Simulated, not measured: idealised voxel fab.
The name of this process module is voxel wiring stack.
cross-section cut | 170 nm wide | cells 5 nm
Cross-sections here: square-cell grids, written as top-down lists of bands, a band being one or more rows of cells.
Each band's line starts with the height of the band's top and of its bottom, in nm. Then come its materials from left to right, each with its width in nm. One material with "edge to edge" fills the band from edge to edge. "blank" is empty space.
Below 0: as-received wafer, all one material; heights counted from there. Lowest band: no bottom, goes on down, written "0..down".
The two numbers in a width such as "30..40" mark its ends across the band: the first belongs to the top row of cells, the second to the bottom row, and from each row to the next the width moves by the same amount.
The designation "no modification", where it is given for a processing step, indicates that no cell of the cross-section was altered in the course of that step.
Entry "Fully sealed cavities". Content: empty spaces with no open connection to the top, size 8 cells or greater. Each: width x height at distance. Distance: from left edge. Unit: nm.
Formally, on a step line, whatever follows the settings is a remark that the simulator itself makes on the step.
overlay nm: where the mask lay relative to plan, measured to the right, on steps with a mask; negatives go left.

PLAN
- 1: RECEIVE, material Si
- 2: CONFORMAL_DEP, material SiO2, thk nm 10
- 3: DIRECTIONAL_DEP, material TiN, thk nm 5
- 4: DIRECTIONAL_DEP, material Ru, thk nm 25
- 5: PATTERN, tone cover, mask id METAL_1, material resist, width nm 20, pitch nm 45, thk nm 20, overlay nm 0
- 6: DIRECTIONAL_ETCH, etch materials Ru, depth nm 25
- 7: DIRECTIONAL_ETCH, etch materials TiN, depth nm 5
- 8: STRIP, etch materials resist
- 9: CONFORMAL_DEP, material SiN, thk nm 5
- 10: FILL_DEP, material lowk, thk nm 10
- 11: CMP, height nm 40
- 12: CONFORMAL_DEP, material SiCN, thk nm 5
- 13: DIRECTIONAL_DEP, material SiO2, thk nm 10
- 14: DIRECTIONAL_DEP, material aC, thk nm 10
- 15: PATTERN, tone open, mask id PLUG_1, material resist, width nm 15, pitch nm 45, thk nm 30, overlay nm 0
- 16: DIRECTIONAL_ETCH, etch materials aC, depth nm 10
- 17: STRIP, etch materials resist
- 18: DIRECTIONAL_ETCH, etch materials SiO2, depth nm 10
- 19: DIRECTIONAL_ETCH, etch materials SiCN, depth nm 5
- 20: STRIP, etch materials aC
- 21: CONFORMAL_DEP, material TiN, thk nm 5
- 22: FILL_DEP, material Cu, thk nm 5
- 23: CMP, height nm 55
- 24: DIRECTIONAL_DEP, material TiN, thk nm 5
- 25: DIRECTIONAL_DEP, material Ru, thk nm 20
- 26: PATTERN, tone cover, mask id METAL_2, material resist, width nm 20, pitch nm 45, thk nm 15, overlay nm 0
- 27: DIRECTIONAL_ETCH, etch materials Ru, depth nm 20
- 28: DIRECTIONAL_ETCH, etch materials TiN, depth nm 5
- 29: STRIP, etch materials resist
- 30: FILL_DEP, material lowk, thk nm 5
- 31: CMP, height nm 80
- 32: CONFORMAL_DEP, material SiCN, thk nm 5

RECEIVED-STATE CROSS-SECTION, REFLECTING COMPLETION OF STEP 1
0..down | Si edge to edge
Fully sealed cavities: none

POST-MODULE CROSS-SECTION OF THE FIRST OF TWO WAFERS (RUN PER PLAN)
85..80 | SiCN edge to edge
80..60 | 50 lowk, then 20 Ru, then 25 lowk, then 20 Ru, then 55 lowk
60..55 | 50 lowk, then 20 TiN, then 25 lowk, then 20 TiN, then 55 lowk
55..45 | 50 SiO2, then 5 TiN, then 5 Cu, then 5 TiN, then 30 SiO2, then 5 TiN, then 5 Cu, then 5 TiN, then 60 SiO2
45..40 | 50 SiCN, then 15 TiN, then 30 SiCN, then 15 TiN, then 60 SiCN
40..15 | 45 lowk, then 5 SiN, then 20 Ru, then 5 SiN, then 15 lowk, then 5 SiN, then 20 Ru, then 5 SiN, then 50 lowk
15..10 | 50 SiN, then 20 TiN, then 25 SiN, then 20 TiN, then 55 SiN
10..0 | SiO2 edge to edge
0..down | Si edge to edge
Fully sealed cavities: none

CROSS-SECTIONAL IMAGE OF THE SECOND WAFER OF THE TWO FOLLOWING COMPLETION OF THE MODULE. STARTING STATE AND PROCESS PLAN WERE THE SAME AS FOR THE FIRST WAFER; ONE EXECUTION ERROR OCCURRED
85..80 | SiCN edge to edge
80..60 | 50 lowk, then 20 Ru, then 25 lowk, then 20 Ru, then 55 lowk
60..55 | 50 lowk, then 20 TiN, then 25 lowk, then 20 TiN, then 55 lowk
55..45 | 50 SiO2, then 5 TiN, then 5 Cu, then 5 TiN, then 30 SiO2, then 5 TiN, then 5 Cu, then 5 TiN, then 60 SiO2
45..40 | 50 SiCN, then 15 TiN, then 30 SiCN, then 15 TiN, then 60 SiCN
40..35 | 45 lowk, then 30 SiN, then 15 lowk, then 30 SiN, then 50 lowk
35..15 | 45 lowk, then 5 SiN, then 20 Ru, then 5 SiN, then 15 lowk, then 5 SiN, then 20 Ru, then 5 SiN, then 50 lowk
15..10 | 50 SiN, then 20 Ru, then 25 SiN, then 20 Ru, then 55 SiN
10..0 | SiO2 edge to edge
0..down | Si edge to edge
Fully sealed cavities: none
Misprocessing identified: skipped: plan step 3 (never run)
End check, counted in cells, second wafer has more or fewer of these materials than the first: SiN +8; TiN -8
